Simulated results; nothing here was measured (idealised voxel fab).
process module | voxel tone inversion
cross-section cut | 260 nm wide | cells 5 nm
A cross-section is a grid of square cells, given in bands from the top down. A band is one or more rows of cells.
Each band's line starts with the height of the band's top and of its bottom, in nm. Then come its materials from left to right, each with its width in nm. One material with "throughout" fills the band from edge to edge. "air" is empty space.
Height 0 is the level under which the wafer as received is all one material. The lowest band goes on downwards, as in "0 down".
A width such as "30 to 40" changes by the same amount from each row of cells to the next, from the band's top row to its bottom row.
"no change" after a step means that no cell of the cross-section changed.
closed voids: empty space of 8 cells or more with no open way to the top, each as width x height at its distance from the left edge, in nm
after a step's settings: what the simulator itself notes on the step
overlay nm, on a step with a mask: how far to the right of its planned place the mask lay; to the left if negative
plan
1 op RECEIVE | material Si
2 op CONFORMAL_DEP | material SiCN | thk nm 10
3 op DIRECTIONAL_DEP | material aC | thk nm 20
4 op PATTERN | tone cover | mask id POSTS | material resist | width nm 20 | pitch nm 45 | thk nm 30 | overlay nm 0
5 op DIRECTIONAL_ETCH | etch materials aC | depth nm 20
6 op STRIP | etch materials resist
7 op FILL_DEP | material lowk | thk nm 10
8 op CMP | height nm 30
9 op STRIP | etch materials aC
10 op CONFORMAL_DEP | material TiN | thk nm 5
11 op FILL_DEP | material Cu | thk nm 5
12 op CMP | height nm 30
13 op CONFORMAL_DEP | material SiN | thk nm 5
first wafer, as planned
as received, after step 1
  0 down: Si throughout
  closed voids: none
after step 2
  10 to 0: SiCN throughout
  below 0: unchanged
after step 3
  30 to 10: aC throughout
  below 10: unchanged
after step 4
  60 to 30: air 75 | resist 20 | air 25 | resist 20 | air 25 | resist 20 | air 75
  below 30: unchanged
after step 5
  40 to 30: air 75 | resist 20 | air 25 | resist 20 | air 25 | resist 20 | air 75
  30 to 10: air 75 | aC 20 | air 25 | aC 20 | air 25 | aC 20 | air 75
  below 10: unchanged
after step 6
  30 to 10: air 75 | aC 20 | air 25 | aC 20 | air 25 | aC 20 | air 75
  below 10: unchanged
after step 7
  40 to 30: lowk throughout
  30 to 10: lowk 75 | aC 20 | lowk 25 | aC 20 | lowk 25 | aC 20 | lowk 75
  below 10: unchanged
after step 8
  30 to 10: lowk 75 | aC 20 | lowk 25 | aC 20 | lowk 25 | aC 20 | lowk 75
  below 10: unchanged
after step 9
  30 to 10: lowk 75 | air 20 | lowk 25 | air 20 | lowk 25 | air 20 | lowk 75
  below 10: unchanged
after step 10
  35 to 30: TiN 80 | air 10 | TiN 35 | air 10 | TiN 35 | air 10 | TiN 80
  30 to 15: lowk 75 | TiN 5 | air 10 | TiN 5 | lowk 25 | TiN 5 | air 10 | TiN 5 | lowk 25 | TiN 5 | air 10 | TiN 5 | lowk 75
  15 to 10: lowk 75 | TiN 20 | lowk 25 | TiN 20 | lowk 25 | TiN 20 | lowk 75
  below 10: unchanged
after step 11
  40 to 35: Cu throughout
  35 to 30: TiN 80 | Cu 10 | TiN 35 | Cu 10 | TiN 35 | Cu 10 | TiN 80
  30 to 15: lowk 75 | TiN 5 | Cu 10 | TiN 5 | lowk 25 | TiN 5 | Cu 10 | TiN 5 | lowk 25 | TiN 5 | Cu 10 | TiN 5 | lowk 75
  below 15: unchanged
after step 12
  30 to 15: lowk 75 | TiN 5 | Cu 10 | TiN 5 | lowk 25 | TiN 5 | Cu 10 | TiN 5 | lowk 25 | TiN 5 | Cu 10 | TiN 5 | lowk 75
  below 15: unchanged
after step 13
  35 to 30: SiN throughout
  below 30: unchanged
second wafer: like start, like plan, one mistake. Through step 1 it matches the first wafer
when step 2 should have ended: no change
when step 3 should have ended
  20 to 0: aC throughout
  below 0: unchanged
when step 4 should have ended
  50 to 20: air 75 | resist 20 | air 25 | resist 20 | air 25 | resist 20 | air 75
  below 20: unchanged
when step 5 should have ended
  30 to 20: air 75 | resist 20 | air 25 | resist 20 | air 25 | resist 20 | air 75
  20 to 0: air 75 | aC 20 | air 25 | aC 20 | air 25 | aC 20 | air 75
  below 0: unchanged
when step 6 should have ended
  20 to 0: air 75 | aC 20 | air 25 | aC 20 | air 25 | aC 20 | air 75
  below 0: unchanged
when step 7 should have ended
  30 to 20: lowk throughout
  20 to 0: lowk 75 | aC 20 | lowk 25 | aC 20 | lowk 25 | aC 20 | lowk 75
  below 0: unchanged
when step 8 should have ended: no change
when step 9 should have ended: no change
when step 10 should have ended
  35 to 30: TiN throughout
  below 30: unchanged
when step 11 should have ended
  40 to 35: Cu throughout
  below 35: unchanged
when step 12 should have ended
  30 to 20: lowk throughout
  below 20: unchanged
when step 13 should have ended
  35 to 30: SiN throughout
  below 30: unchanged
what went wrong: step 2 was left out
at the end the second wafer has, in cells: 18 fewer of Cu | 104 fewer of SiCN | 30 fewer of TiN | 48 more of aC | 104 more of lowk
